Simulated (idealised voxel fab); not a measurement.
process module | voxel lift off
cross-section cut | 230 nm wide | cells 5 nm
A cross-section is a grid of square cells, given in bands from the top down. A band is one or more rows of cells.
Each band's line starts with the height of the band's top and of its bottom, in nm. Then come its materials from left to right, each with its width in nm. One material with "throughout" fills the band from edge to edge. "air" is empty space.
Height 0 is the level under which the wafer as received is all one material. The lowest band goes on downwards, as in "0 down".
A width such as "30 to 40" changes by the same amount from each row of cells to the next, from the band's top row to its bottom row.
"no change" after a step means that no cell of the cross-section changed.
closed voids: empty space of 8 cells or more with no open way to the top, each as width x height at its distance from the left edge, in nm
after a step's settings: what the simulator itself notes on the step
overlay nm, on a step with a mask: how far to the right of its planned place the mask lay; to the left if negative
plan
1 op RECEIVE | material Si
2 op CONFORMAL_DEP | material SiN | thk nm 5
3 op PATTERN | tone open | mask id LINES | material resist | width nm 15 | pitch nm 30 | thk nm 30 | overlay nm 0
4 op DIRECTIONAL_DEP | material Ru | thk nm 15
5 op STRIP | etch materials resist
6 op CONFORMAL_DEP | material SiO2 | thk nm 5
as received, after step 1
  0 down: Si throughout
  closed voids: none
a wafer at the end: this start, this plan, one mistake
  25 to 20: SiO2 95 | air 5 | SiO2 25 | air 5 | SiO2 100
  20 to 10: Ru 90 | SiO2 5 | air 5 | SiO2 5 | Ru 15 | SiO2 5 | air 5 | SiO2 5 | Ru 95
  10 to 5: Ru 90 | SiO2 15 | Ru 15 | SiO2 15 | Ru 95
  5 to 0: SiN throughout
  0 down: Si throughout
  closed voids: none
what went wrong: step 3 ran as: op PATTERN | tone cover | mask id LINES | material resist | width nm 15 | pitch nm 30 | thk nm 30 | overlay nm 0
